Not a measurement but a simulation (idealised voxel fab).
process module | voxel wiring stack
cross-section cut | 300 nm wide | cells 5 nm
A cross-section is a grid of square cells, given in bands from the top down. A band is one or more rows of cells.
Each band's line starts with the height of the band's top and of its bottom, in nm. Then come its materials from left to right, each with its width in nm. One material with "throughout" fills the band from edge to edge. "air" is empty space.
Height 0 is the level under which the wafer as received is all one material. The lowest band goes on downwards, as in "0 down".
A width such as "30 to 40" changes by the same amount from each row of cells to the next, from the band's top row to its bottom row.
"no change" after a step means that no cell of the cross-section changed.
closed voids: empty space of 8 cells or more with no open way to the top, each as width x height at its distance from the left edge, in nm
after a step's settings: what the simulator itself notes on the step
overlay nm, on a step with a mask: how far to the right of its planned place the mask lay; to the left if negative
plan
1 op RECEIVE | material Si
2 op CONFORMAL_DEP | material SiO2 | thk nm 10
3 op DIRECTIONAL_DEP | material TiN | thk nm 5
4 op DIRECTIONAL_DEP | material W | thk nm 15
5 op PATTERN | tone cover | mask id METAL_1 | material resist | width nm 30 | pitch nm 50 | thk nm 20 | overlay nm 0
6 op DIRECTIONAL_ETCH | etch materials W | depth nm 15
7 op DIRECTIONAL_ETCH | etch materials TiN | depth nm 5
8 op STRIP | etch materials resist
9 op FILL_DEP | material lowk | thk nm 10
10 op CMP | height nm 30
11 op CONFORMAL_DEP | material SiCN | thk nm 5
12 op DIRECTIONAL_DEP | material lowk | thk nm 10
13 op PATTERN | tone open | mask id PLUG_1 | material resist | width nm 15 | pitch nm 50 | thk nm 20 | overlay nm 0
14 op DIRECTIONAL_ETCH | etch materials lowk | depth nm 10
15 op DIRECTIONAL_ETCH | etch materials SiCN | depth nm 5
16 op STRIP | etch materials resist
17 op EPI | material Ru | thk nm 10
18 op EPI | material Ru | thk nm 5
19 op CONFORMAL_DEP | material SiCN | thk nm 5
20 op DIRECTIONAL_DEP | material SiO2 | thk nm 15
21 op DIRECTIONAL_DEP | material aC | thk nm 10
22 op PATTERN | tone open | mask id METAL_2 | material resist | width nm 30 | pitch nm 50 | thk nm 30 | overlay nm 0
23 op DIRECTIONAL_ETCH | etch materials aC | depth nm 10
24 op STRIP | etch materials resist
25 op DIRECTIONAL_ETCH | etch materials SiO2 | depth nm 15
26 op DIRECTIONAL_ETCH | etch materials SiCN | depth nm 5
27 op STRIP | etch materials aC
28 op CONFORMAL_DEP | material TiN | thk nm 5
29 op FILL_DEP | material Ru | thk nm 10
30 op CMP | height nm 65
31 op EPI | material Ru | thk nm 5
32 op FILL_DEP | material SiCN | thk nm 5
first wafer, as planned
as received, after step 1
  0 down: Si throughout
  closed voids: none
after step 2
  10 to 0: SiO2 throughout
  below 0: unchanged
after step 3
  15 to 10: TiN throughout
  below 10: unchanged
after step 4
  30 to 15: W throughout
  below 15: unchanged
after step 5
  50 to 30: air 85 | resist 30 | air 20 | resist 30 | air 20 | resist 30 | air 85
  below 30: unchanged
after step 6
  50 to 30: air 85 | resist 30 | air 20 | resist 30 | air 20 | resist 30 | air 85
  30 to 15: air 85 | W 30 | air 20 | W 30 | air 20 | W 30 | air 85
  below 15: unchanged
after step 7
  50 to 30: air 85 | resist 30 | air 20 | resist 30 | air 20 | resist 30 | air 85
  30 to 15: air 85 | W 30 | air 20 | W 30 | air 20 | W 30 | air 85
  15 to 10: air 85 | TiN 30 | air 20 | TiN 30 | air 20 | TiN 30 | air 85
  below 10: unchanged
after step 8
  30 to 15: air 85 | W 30 | air 20 | W 30 | air 20 | W 30 | air 85
  below 15: unchanged
after step 9
  40 to 30: lowk throughout
  30 to 15: lowk 85 | W 30 | lowk 20 | W 30 | lowk 20 | W 30 | lowk 85
  15 to 10: lowk 85 | TiN 30 | lowk 20 | TiN 30 | lowk 20 | TiN 30 | lowk 85
  below 10: unchanged
after step 10
  30 to 15: lowk 85 | W 30 | lowk 20 | W 30 | lowk 20 | W 30 | lowk 85
  below 15: unchanged
after step 11
  35 to 30: SiCN throughout
  below 30: unchanged
after step 12
  45 to 35: lowk throughout
  below 35: unchanged
after step 13
  65 to 45: resist 85 | air 15 | resist 35 | air 15 | resist 35 | air 15 | resist 100
  below 45: unchanged
after step 14
  65 to 45: resist 85 | air 15 | resist 35 | air 15 | resist 35 | air 15 | resist 100
  45 to 35: lowk 85 | air 15 | lowk 35 | air 15 | lowk 35 | air 15 | lowk 100
  below 35: unchanged
after step 15
  65 to 45: resist 85 | air 15 | resist 35 | air 15 | resist 35 | air 15 | resist 100
  45 to 35: lowk 85 | air 15 | lowk 35 | air 15 | lowk 35 | air 15 | lowk 100
  35 to 30: SiCN 85 | air 15 | SiCN 35 | air 15 | SiCN 35 | air 15 | SiCN 100
  below 30: unchanged
after step 16
  45 to 35: lowk 85 | air 15 | lowk 35 | air 15 | lowk 35 | air 15 | lowk 100
  below 35: unchanged
after step 17
  45 to 40: lowk 85 | air 15 | lowk 35 | air 15 | lowk 35 | air 15 | lowk 100
  40 to 35: lowk 85 | Ru 15 | lowk 35 | Ru 15 | lowk 35 | Ru 15 | lowk 100
  35 to 30: SiCN 85 | Ru 15 | SiCN 35 | Ru 15 | SiCN 35 | Ru 15 | SiCN 100
  below 30: unchanged
after step 18
  45 to 35: lowk 85 | Ru 15 | lowk 35 | Ru 15 | lowk 35 | Ru 15 | lowk 100
  below 35: unchanged
after step 19
  50 to 45: SiCN throughout
  below 45: unchanged
after step 20
  65 to 50: SiO2 throughout
  below 50: unchanged
after step 21
  75 to 65: aC throughout
  below 65: unchanged
after step 22
  105 to 75: resist 85 | air 30 | resist 20 | air 30 | resist 20 | air 30 | resist 85
  below 75: unchanged
after step 23
  95 to 75: resist 85 | air 30 | resist 20 | air 30 | resist 20 | air 30 | resist 85
  75 to 65: aC 85 | air 30 | aC 20 | air 30 | aC 20 | air 30 | aC 85
  below 65: unchanged
after step 24
  75 to 65: aC 85 | air 30 | aC 20 | air 30 | aC 20 | air 30 | aC 85
  below 65: unchanged
after step 25
  75 to 65: aC 85 | air 30 | aC 20 | air 30 | aC 20 | air 30 | aC 85
  65 to 50: SiO2 85 | air 30 | SiO2 20 | air 30 | SiO2 20 | air 30 | SiO2 85
  below 50: unchanged
after step 26
  75 to 65: aC 85 | air 30 | aC 20 | air 30 | aC 20 | air 30 | aC 85
  65 to 50: SiO2 85 | air 30 | SiO2 20 | air 30 | SiO2 20 | air 30 | SiO2 85
  50 to 45: SiCN 85 | air 30 | SiCN 20 | air 30 | SiCN 20 | air 30 | SiCN 85
  below 45: unchanged
after step 27
  65 to 50: SiO2 85 | air 30 | SiO2 20 | air 30 | SiO2 20 | air 30 | SiO2 85
  below 50: unchanged
after step 28
  70 to 65: TiN 90 | air 20 | TiN 30 | air 20 | TiN 30 | air 20 | TiN 90
  65 to 50: SiO2 85 | TiN 5 | air 20 | TiN 5 | SiO2 20 | TiN 5 | air 20 | TiN 5 | SiO2 20 | TiN 5 | air 20 | TiN 5 | SiO2 85
  50 to 45: SiCN 85 | TiN 30 | SiCN 20 | TiN 30 | SiCN 20 | TiN 30 | SiCN 85
  below 45: unchanged
after step 29
  80 to 70: Ru throughout
  70 to 65: TiN 90 | Ru 20 | TiN 30 | Ru 20 | TiN 30 | Ru 20 | TiN 90
  65 to 50: SiO2 85 | TiN 5 | Ru 20 | TiN 5 | SiO2 20 | TiN 5 | Ru 20 | TiN 5 | SiO2 20 | TiN 5 | Ru 20 | TiN 5 | SiO2 85
  below 50: unchanged
after step 30
  65 to 50: SiO2 85 | TiN 5 | Ru 20 | TiN 5 | SiO2 20 | TiN 5 | Ru 20 | TiN 5 | SiO2 20 | TiN 5 | Ru 20 | TiN 5 | SiO2 85
  below 50: unchanged
after step 31
  70 to 65: air 80 | Ru 40 | air 10 | Ru 40 | air 10 | Ru 40 | air 80
  below 65: unchanged
after step 32
  75 to 70: SiCN throughout
  70 to 65: SiCN 80 | Ru 40 | SiCN 10 | Ru 40 | SiCN 10 | Ru 40 | SiCN 80
  below 65: unchanged
second wafer: like start, like plan, one mistake. Through step 10 it matches the first wafer
when step 11 should have ended
  35 to 30: W throughout
  below 30: unchanged
when step 12 should have ended
  45 to 35: lowk throughout
  below 35: unchanged
when step 13 should have ended
  65 to 45: resist 85 | air 15 | resist 35 | air 15 | resist 35 | air 15 | resist 100
  below 45: unchanged
when step 14 should have ended
  65 to 45: resist 85 | air 15 | resist 35 | air 15 | resist 35 | air 15 | resist 100
  45 to 35: lowk 85 | air 15 | lowk 35 | air 15 | lowk 35 | air 15 | lowk 100
  below 35: unchanged
when step 15 should have ended: no change
when step 16 should have ended
  45 to 35: lowk 85 | air 15 | lowk 35 | air 15 | lowk 35 | air 15 | lowk 100
  below 35: unchanged
when step 17 should have ended
  45 to 35: lowk 85 | Ru 15 | lowk 35 | Ru 15 | lowk 35 | Ru 15 | lowk 100
  below 35: unchanged
when step 18 should have ended
  50 to 45: air 80 | Ru 25 | air 25 | Ru 25 | air 25 | Ru 25 | air 95
  below 45: unchanged
when step 19 should have ended
  55 to 50: air 75 | SiCN 35 | air 15 | SiCN 35 | air 15 | SiCN 35 | air 90
  50 to 45: SiCN 80 | Ru 25 | SiCN 25 | Ru 25 | SiCN 25 | Ru 25 | SiCN 95
  below 45: unchanged
when step 20 should have ended
  70 to 65: air 75 | SiO2 35 | air 15 | SiO2 35 | air 15 | SiO2 35 | air 90
  65 to 55: SiO2 throughout
  55 to 50: SiO2 75 | SiCN 35 | SiO2 15 | SiCN 35 | SiO2 15 | SiCN 35 | SiO2 90
  below 50: unchanged
when step 21 should have ended
  80 to 75: air 75 | aC 35 | air 15 | aC 35 | air 15 | aC 35 | air 90
  75 to 70: aC throughout
  70 to 65: aC 75 | SiO2 35 | aC 15 | SiO2 35 | aC 15 | SiO2 35 | aC 90
  below 65: unchanged
when step 22 should have ended
  110 to 80: resist 85 | air 30 | resist 20 | air 30 | resist 20 | air 30 | resist 85
  80 to 75: resist 75 | aC 35 | air 5 | resist 10 | aC 35 | air 5 | resist 10 | aC 35 | air 5 | resist 85
  below 75: unchanged
when step 23 should have ended
  100 to 80: resist 85 | air 30 | resist 20 | air 30 | resist 20 | air 30 | resist 85
  80 to 75: resist 75 | aC 10 | air 30 | resist 10 | aC 10 | air 30 | resist 10 | aC 10 | air 30 | resist 85
  75 to 70: aC 85 | air 30 | aC 20 | air 30 | aC 20 | air 30 | aC 85
  70 to 65: aC 75 | SiO2 35 | air 5 | aC 10 | SiO2 35 | air 5 | aC 10 | SiO2 35 | air 5 | aC 85
  below 65: unchanged
when step 24 should have ended
  80 to 75: air 75 | aC 10 | air 40 | aC 10 | air 40 | aC 10 | air 115
  below 75: unchanged
when step 25 should have ended
  80 to 75: air 75 | aC 10 | air 40 | aC 10 | air 40 | aC 10 | air 115
  75 to 70: aC 85 | air 30 | aC 20 | air 30 | aC 20 | air 30 | aC 85
  70 to 65: aC 75 | SiO2 10 | air 30 | aC 10 | SiO2 10 | air 30 | aC 10 | SiO2 10 | air 30 | aC 85
  65 to 55: SiO2 85 | air 30 | SiO2 20 | air 30 | SiO2 20 | air 30 | SiO2 85
  55 to 50: SiO2 75 | SiCN 35 | air 5 | SiO2 10 | SiCN 35 | air 5 | SiO2 10 | SiCN 35 | air 5 | SiO2 85
  below 50: unchanged
when step 26 should have ended
  80 to 75: air 75 | aC 10 | air 40 | aC 10 | air 40 | aC 10 | air 115
  75 to 70: aC 85 | air 30 | aC 20 | air 30 | aC 20 | air 30 | aC 85
  70 to 65: aC 75 | SiO2 10 | air 30 | aC 10 | SiO2 10 | air 30 | aC 10 | SiO2 10 | air 30 | aC 85
  65 to 55: SiO2 85 | air 30 | SiO2 20 | air 30 | SiO2 20 | air 30 | SiO2 85
  55 to 50: SiO2 75 | SiCN 10 | air 30 | SiO2 10 | SiCN 10 | air 30 | SiO2 10 | SiCN 10 | air 30 | SiO2 85
  50 to 45: SiCN 80 | Ru 25 | SiCN 5 | air 5 | SiCN 15 | Ru 25 | SiCN 5 | air 5 | SiCN 15 | Ru 25 | SiCN 5 | air 5 | SiCN 85
  below 45: unchanged
when step 27 should have ended
  70 to 65: air 75 | SiO2 10 | air 40 | SiO2 10 | air 40 | SiO2 10 | air 115
  below 65: unchanged
when step 28 should have ended
  75 to 70: air 70 | TiN 20 | air 30 | TiN 20 | air 30 | TiN 20 | air 110
  70 to 65: TiN 75 | SiO2 10 | TiN 5 | air 20 | TiN 15 | SiO2 10 | TiN 5 | air 20 | TiN 15 | SiO2 10 | TiN 5 | air 20 | TiN 90
  65 to 55: SiO2 85 | TiN 5 | air 20 | TiN 5 | SiO2 20 | TiN 5 | air 20 | TiN 5 | SiO2 20 | TiN 5 | air 20 | TiN 5 | SiO2 85
  55 to 50: SiO2 75 | SiCN 10 | TiN 30 | SiO2 10 | SiCN 10 | TiN 30 | SiO2 10 | SiCN 10 | TiN 30 | SiO2 85
  50 to 45: SiCN 80 | Ru 25 | SiCN 5 | TiN 5 | SiCN 15 | Ru 25 | SiCN 5 | TiN 5 | SiCN 15 | Ru 25 | SiCN 5 | TiN 5 | SiCN 85
  below 45: unchanged
when step 29 should have ended
  85 to 75: Ru throughout
  75 to 70: Ru 70 | TiN 20 | Ru 30 | TiN 20 | Ru 30 | TiN 20 | Ru 110
  70 to 65: TiN 75 | SiO2 10 | TiN 5 | Ru 20 | TiN 15 | SiO2 10 | TiN 5 | Ru 20 | TiN 15 | SiO2 10 | TiN 5 | Ru 20 | TiN 90
  65 to 55: SiO2 85 | TiN 5 | Ru 20 | TiN 5 | SiO2 20 | TiN 5 | Ru 20 | TiN 5 | SiO2 20 | TiN 5 | Ru 20 | TiN 5 | SiO2 85
  below 55: unchanged
when step 30 should have ended
  65 to 55: SiO2 85 | TiN 5 | Ru 20 | TiN 5 | SiO2 20 | TiN 5 | Ru 20 | TiN 5 | SiO2 20 | TiN 5 | Ru 20 | TiN 5 | SiO2 85
  below 55: unchanged
when step 31 should have ended
  70 to 65: air 80 | Ru 40 | air 10 | Ru 40 | air 10 | Ru 40 | air 80
  below 65: unchanged
when step 32 should have ended
  75 to 70: SiCN throughout
  70 to 65: SiCN 80 | Ru 40 | SiCN 10 | Ru 40 | SiCN 10 | Ru 40 | SiCN 80
  below 65: unchanged
what went wrong: step 11 ran as: op CONFORMAL_DEP | material W | thk nm 5
at the end the second wafer has, in cells: 6 fewer of Ru | 45 fewer of SiCN | 6 fewer of SiO2 | 3 fewer of TiN | 60 more of W
